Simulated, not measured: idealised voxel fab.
process module | voxel self aligned contacts
cross-section cut | 250 nm wide | cells 5 nm
A cross-section is a grid of square cells, given in bands from the top down. A band is one or more rows of cells.
Each band's line starts with the height of the band's top and of its bottom, in nm. Then come its materials from left to right, each with its width in nm. One material with "throughout" fills the band from edge to edge. "air" is empty space.
Height 0 is the level under which the wafer as received is all one material. The lowest band goes on downwards, as in "0 down".
A width such as "30 to 40" changes by the same amount from each row of cells to the next, from the band's top row to its bottom row.
"no change" after a step means that no cell of the cross-section changed.
closed voids: empty space of 8 cells or more with no open way to the top, each as width x height at its distance from the left edge, in nm
after a step's settings: what the simulator itself notes on the step
overlay nm, on a step with a mask: how far to the right of its planned place the mask lay; to the left if negative
plan
1 op RECEIVE | material Si
2 op CONFORMAL_DEP | material SiO2 | thk nm 5
3 op DIRECTIONAL_DEP | material polySi | thk nm 25
4 op DIRECTIONAL_DEP | material SiN | thk nm 20
5 op DIRECTIONAL_DEP | material aC | thk nm 10
6 op PATTERN | tone cover | mask id GATE | material resist | width nm 35 | pitch nm 70 | thk nm 30 | overlay nm 0
7 op DIRECTIONAL_ETCH | etch materials aC | depth nm 10
8 op STRIP | etch materials resist
9 op DIRECTIONAL_ETCH | etch materials SiN | depth nm 20
10 op DIRECTIONAL_ETCH | etch materials polySi | depth nm 25
11 op STRIP | etch materials aC
12 op CONFORMAL_DEP | material SiN | thk nm 5
13 op DIRECTIONAL_ETCH | etch materials SiN | depth nm 5
14 op FILL_DEP | material SiO2 | thk nm 15
15 op CMP | height nm 60
16 op DIRECTIONAL_DEP | material aC | thk nm 10
17 op PATTERN | tone open | mask id CONTACT | material resist | width nm 55 | pitch nm 70 | thk nm 25 | overlay nm 0
18 op DIRECTIONAL_ETCH | etch materials aC | depth nm 10
19 op STRIP | etch materials resist
20 op DIRECTIONAL_ETCH | etch materials SiO2 | depth nm 60
21 op STRIP | etch materials aC
22 op CONFORMAL_DEP | material TiN | thk nm 5
23 op FILL_DEP | material Ru | thk nm 10
24 op CMP | height nm 60
25 op CONFORMAL_DEP | material SiN | thk nm 5
as received, after step 1
  0 down: Si throughout
  closed voids: none
a wafer at the end: this start, this plan, one mistake
  65 to 60: SiN throughout
  60 to 50: SiO2 60 | TiN 5 | Ru 45 | TiN 5 | SiO2 15 | TiN 5 | Ru 45 | TiN 5 | SiO2 65
  50 to 45: SiO2 60 | TiN 15 | Ru 25 | TiN 15 | SiO2 15 | TiN 15 | Ru 25 | TiN 15 | SiO2 65
  45 to 30: SiO2 35 | SiN 35 | TiN 5 | Ru 25 | TiN 5 | SiN 35 | TiN 5 | Ru 25 | TiN 5 | SiN 35 | SiO2 40
  30 to 5: SiO2 35 | polySi 35 | TiN 5 | Ru 25 | TiN 5 | polySi 35 | TiN 5 | Ru 25 | TiN 5 | polySi 35 | SiO2 40
  5 to 0: SiO2 70 | TiN 35 | SiO2 35 | TiN 35 | SiO2 75
  0 down: Si throughout
  closed voids: none
what went wrong: step 12 was left out
